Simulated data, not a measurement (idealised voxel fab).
Herein follows the process module entitled voxel gate over fins.
Cross-sectional view cut (width: 180 nm; square cell size: 5 nm).
In what follows, cross-sections appear as grids of square cells, described through bands that run from the top down, where every band is one or more rows of cells.
First you get the band's top height and its bottom height, in nm, and then the materials it's made of, left to right, with each width in nm. If you see a single material with "edge to edge", that one covers the band edge to edge. "empty" is empty space.
We count height from 0. Below that, the starting wafer is all one material. The lowest band never ends at the bottom but goes on down; see "0 nm and below" for how that is written.
A two-number width, for instance "30..40", indicates that the width is equal to the first number in the top row of the band and to the second number in the bottom row, and that it changes by a constant amount per row of cells.
Any step labelled "nothing different" changed none of the cells in the cross-section.
"Enclosed empty spaces" enumerates empty spaces isolated from the top, with no open way to it, that contain at least 8 cells, giving each as width x height at distance from the left edge, all three in nm.
Read whatever lies past the settings on a step's line as the simulator's own remark about the step.
Regarding "overlay nm": on a step with a mask, it is the distance the mask lay to the right of its planned place; a negative value places it to the left.
Set out below are the planned steps of the process
| 1 | RECEIVE: material Si |
| 2 | CONFORMAL_DEP: material SiN, thk nm 10 |
| 3 | DIRECTIONAL_DEP: material aC, thk nm 10 |
| 4 | PATTERN: tone cover, mask id FINS, material resist, width nm 15, pitch nm 40, thk nm 25, overlay nm 0 |
| 5 | DIRECTIONAL_ETCH: etch materials aC, depth nm 10 |
| 6 | STRIP: etch materials resist |
| 7 | DIRECTIONAL_ETCH: etch materials SiN, depth nm 10 |
| 8 | DIRECTIONAL_ETCH: etch materials Si, depth nm 30 |
| 9 | STRIP: etch materials aC |
| 10 | OXIDIZE: depth nm 5 |
| 11 | FILL_DEP: material SiO2, thk nm 15 |
| 12 | CMP: height nm 10 |
| 13 | SELECTIVE_ETCH: etch materials SiO2, depth nm 25 |
| 14 | STRIP: etch materials SiN |
| 15 | CONFORMAL_DEP: material HfO2, thk nm 5 |
| 16 | CONFORMAL_DEP: material TiN, thk nm 5 |
| 17 | FILL_DEP: material W, thk nm 10 |
| 18 | CMP: height nm 15 |
| 19 | CONFORMAL_DEP: material SiCN, thk nm 10 |
The cross-section here shows the wafer as received, i.e. in its state after step 1
* 0 nm and below  Si edge to edge
* Enclosed empty spaces: none
Result of the module, cross-sectioned: start per above, plan per above, one error in how it was run
* 25 nm to 15 nm  SiCN edge to edge
* 15 nm to 10 nm  W edge to edge
* 10 nm to 5 nm  W (10)  TiN (35)  W (5)  TiN (35)  W (5)  TiN (35)  W (5)  TiN (35)  W (15)
* 5 nm to 0 nm  W (10)  TiN (5)  HfO2 (25)  TiN (5)  W (5)  TiN (5)  HfO2 (25)  TiN (5)  W (5)  TiN (5)  HfO2 (25)  TiN (5)  W (5)  TiN (5)  HfO2 (25)  TiN (5)  W (15)
* 0 nm to -5 nm  W (10)  TiN (5)  HfO2 (5)  Si (15)  HfO2 (5)  TiN (5)  W (5)  TiN (5)  HfO2 (5)  Si (15)  HfO2 (5)  TiN (5)  W (5)  TiN (5)  HfO2 (5)  Si (15)  HfO2 (5)  TiN (5)  W (5)  TiN (5)  HfO2 (5)  Si (15)  HfO2 (5)  TiN (5)  W (15)
* -5 nm to -10 nm  TiN (15)  HfO2 (5)  Si (15)  HfO2 (5)  TiN (15)  HfO2 (5)  Si (15)  HfO2 (5)  TiN (15)  HfO2 (5)  Si (15)  HfO2 (5)  TiN (15)  HfO2 (5)  Si (15)  HfO2 (5)  TiN (20)
* -10 nm to -15 nm  HfO2 (20)  Si (15)  HfO2 (25)  Si (15)  HfO2 (25)  Si (15)  HfO2 (25)  Si (15)  HfO2 (25)
* -15 nm to -35 nm  SiO2 (20)  Si (15)  SiO2 (25)  Si (15)  SiO2 (25)  Si (15)  SiO2 (25)  Si (15)  SiO2 (25)
* -35 nm and below  Si edge to edge
* Enclosed empty spaces: none
What went wrong in running the wafer? step 4 was run on a setting that differed from the plan, and what really ran there is PATTERN: tone cover, mask id FINS, material resist, width nm 25, pitch nm 40, thk nm 25, overlay nm 0
